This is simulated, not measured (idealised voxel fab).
Process module heading - voxel ribs on slabs
Section cut is 155 nm wide and gridded with 5 nm square cells.
In this document a cross-section is written as a grid of square cells. It is given as a series of bands, listed from the top down, and a band is one or more rows of cells. Each band's line starts with the height of the band's top and of its bottom, in nm. Then come its materials from left to right, each with its width in nm. One material with "full width" fills the band from edge to edge. "blank" is empty space. The level at which height equals 0 is the one under which the wafer, as it arrives, is entirely one material. No lower edge exists for the bottom band, which continues downward and is notated as in "top 0, no bottom". Width "30..40": first value at the band's top row of cells, second value at its bottom row, equal change from row to row. Step note "no change occurred" = no cross-section cell changed. Voids not open to the top, 8 cells minimum: see "Enclosed cavity list". Written width x height at distance; distance is from the left edge; nm. The remark found on a step's line after its settings is issued by the simulator itself and pertains to that step. overlay nm: mask offset rightward from planned place, masked step; negative means leftward offset.

## The following list gives the planned process steps
1) RECEIVE (material Si)
2) DIRECTIONAL_DEP (material SiO2; thk nm 25)
3) DIRECTIONAL_DEP (material SiN; thk nm 20)
4) DIRECTIONAL_DEP (material aC; thk nm 15)
5) PATTERN (tone cover; mask id RIB; material resist; width nm 30; thk nm 35; overlay nm 0)
6) DIRECTIONAL_ETCH (etch materials aC; depth nm 15)
7) STRIP (etch materials resist)
8) DIRECTIONAL_ETCH (etch materials SiN; depth nm 10)
9) STRIP (etch materials aC)
10) DIRECTIONAL_DEP (material aC; thk nm 15)
11) PATTERN (tone cover; mask id SLAB; material resist; width nm 60; thk nm 30; overlay nm 0)
12) DIRECTIONAL_ETCH (etch materials aC; depth nm 15)
13) STRIP (etch materials resist)
14) DIRECTIONAL_ETCH (etch materials SiN; depth nm 10)
15) STRIP (etch materials aC)
16) FILL_DEP (material SiO2; thk nm 20)
17) CMP (height nm 55)
18) DIRECTIONAL_DEP (material TiN; thk nm 10)
19) PATTERN (tone cover; mask id HEATER; material resist; width nm 40; thk nm 20; overlay nm 0)
20) DIRECTIONAL_ETCH (etch materials TiN; depth nm 10)
21) STRIP (etch materials resist)
22) CONFORMAL_DEP (material SiN; thk nm 5)

## As received (post step 1): cross-section
- top 0, no bottom = Si full width
- Enclosed cavity list: none

## First of two wafers: cross-section at end of module, run per plan
- top 70, bottom 65 = 50 blank; 50 SiN; 55 blank
- top 65, bottom 60 = 50 blank; 5 SiN; 40 TiN; 5 SiN; 55 blank
- top 60, bottom 55 = 55 SiN; 40 TiN; 60 SiN
- top 55, bottom 45 = SiO2 full width
- top 45, bottom 35 = 60 SiO2; 30 SiN; 65 SiO2
- top 35, bottom 25 = 45 SiO2; 60 SiN; 50 SiO2
- top 25, bottom 0 = SiO2 full width
- top 0, no bottom = Si full width
- Enclosed cavity list: none

## This cross-section belongs to the second wafer of two at the end of the module; the start and the plan were shared with the first, and the run included one mistake
- top 70, bottom 65 = 45 blank; 50 SiN; 60 blank
- top 65, bottom 60 = 45 blank; 5 SiN; 40 TiN; 5 SiN; 60 blank
- top 60, bottom 55 = 50 SiN; 40 TiN; 65 SiN
- top 55, bottom 45 = SiO2 full width
- top 45, bottom 35 = 60 SiO2; 30 SiN; 65 SiO2
- top 35, bottom 25 = 45 SiO2; 60 SiN; 50 SiO2
- top 25, bottom 0 = SiO2 full width
- top 0, no bottom = Si full width
- Enclosed cavity list: none
what went wrong: not per plan at step 19, really ran PATTERN (tone cover; mask id HEATER; material resist; width nm 40; thk nm 20; overlay nm -5)
Matching per-material cell counts, mismatched positions: that is how the second wafer compares with the first at the end.
